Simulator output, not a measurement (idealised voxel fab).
The following process module bears the name voxel capacitor over wiring.
Section shown: cut. Width: 180 nm. Cell size: 5 nm, square.
Heads up, the way a cross-section reads in here is a grid of square cells, handed over as bands from the top down, with every band being one or more rows of cells. Basically the band line says how high the top is and how high the bottom is, in nm, and then what's in it from left to right, every material with its width in nm. Empty space shows up as "empty", and if a single material carries "all across" it runs the full band edge to edge. We count height from 0. Below that, the starting wafer is all one material. The lowest band never ends at the bottom but goes on down; see "0..down" for how that is written. A width such as "30..40" changes by the same amount from each row of cells to the next, from the band's top row to its bottom row. Reading "same as before" for a step: not a cell of the cross-section changed in it. Enclosed voids (no open way to top), threshold 8 cells or more, entry "Closed internal cavities", notation width x height at distance, distance from left edge, nm. Heads up: the bit after the settings on a step's line is the simulator's remark on that step. "overlay nm" on a masked step: distance the mask lay right of its planned place, negative for left.
### Steps planned for the process
1,RECEIVE,material Si
2,CONFORMAL_DEP,material SiO2,thk nm 15
3,DIRECTIONAL_DEP,material TiN,thk nm 5
4,DIRECTIONAL_DEP,material W,thk nm 20
5,MASKED_ETCH,tone cover,mask id METAL_1,width nm 20,pitch nm 75,etch materials W,depth nm 20,overlay nm 0
6,MASKED_ETCH,tone cover,mask id METAL_1,width nm 20,pitch nm 75,etch materials TiN,depth nm 5,overlay nm 0
7,CONFORMAL_DEP,material SiCN,thk nm 5
8,FILL_DEP,material SiO2,thk nm 10
9,CMP,height nm 40
10,CONFORMAL_DEP,material SiCN,thk nm 5
11,DIRECTIONAL_DEP,material lowk,thk nm 20
12,DIRECTIONAL_DEP,material aC,thk nm 10
13,PATTERN,tone open,mask id PLUG_1,material resist,width nm 15,thk nm 25,overlay nm 0
14,DIRECTIONAL_ETCH,etch materials aC,depth nm 10
15,STRIP,etch materials resist
16,DIRECTIONAL_ETCH,etch materials lowk,depth nm 20
17,DIRECTIONAL_ETCH,etch materials SiCN,depth nm 5
18,STRIP,etch materials aC
19,CONFORMAL_DEP,material TiN,thk nm 5
20,FILL_DEP,material Ru,thk nm 5
21,CMP,height nm 65
22,DIRECTIONAL_DEP,material TiN,thk nm 5
23,DIRECTIONAL_DEP,material HfO2,thk nm 5
24,DIRECTIONAL_DEP,material TiN,thk nm 5
25,MASKED_ETCH,tone cover,mask id UPPER_PLATE,width nm 60,etch materials TiN,depth nm 5,overlay nm 0
26,MASKED_ETCH,tone cover,mask id UPPER_PLATE,width nm 60,etch materials HfO2,depth nm 5,overlay nm 0
27,MASKED_ETCH,tone cover,mask id LOWER_PLATE,width nm 70,etch materials TiN,depth nm 5,overlay nm 0
28,FILL_DEP,material SiO2,thk nm 20
29,CMP,height nm 95
30,PATTERN,tone open,mask id PLUG_2,material resist,width nm 15,thk nm 20,overlay nm 0
31,DIRECTIONAL_ETCH,etch materials SiO2,depth nm 15
32,STRIP,etch materials resist
33,CONFORMAL_DEP,material TiN,thk nm 5
34,FILL_DEP,material Ru,thk nm 10
35,CMP,height nm 95
36,CONFORMAL_DEP,material SiN,thk nm 5
### Cross-section, incoming material, after step 1
* 0..down: Si all across
* Closed internal cavities: none
### Result of the module, cross-sectioned: start per above, plan per above, one error in how it was run
* 100..95: SiN all across
* 95..85: SiO2: 55 | TiN: 5 | Ru: 5 | TiN: 5 | SiO2: 110
* 85..75: SiO2: 55..45 | TiN: 15..60 | SiO2: 110..75
* 75..70: SiO2: 45 | HfO2: 60 | SiO2: 75
* 70..65: SiO2: 40 | TiN: 70 | SiO2: 70
* 65..45: lowk: 45 | TiN: 5 | Ru: 5 | TiN: 5 | lowk: 120
* 45..40: SiCN: 45 | TiN: 15 | SiCN: 120
* 40..25: W: 40 | SiCN: 5 | SiO2: 10 | SiCN: 5 | W: 55 | SiCN: 5 | SiO2: 10 | SiCN: 5 | W: 45
* 25..20: W: 40 | SiCN: 20 | W: 55 | SiCN: 20 | W: 45
* 20..15: TiN all across
* 15..0: SiO2 all across
* 0..down: Si all across
* Closed internal cavities: none
Which mistake was made when the wafer was run? planned and actual differ for step 5; actual: MASKED_ETCH,tone open,mask id METAL_1,width nm 20,pitch nm 75,etch materials W,depth nm 20,overlay nm 0
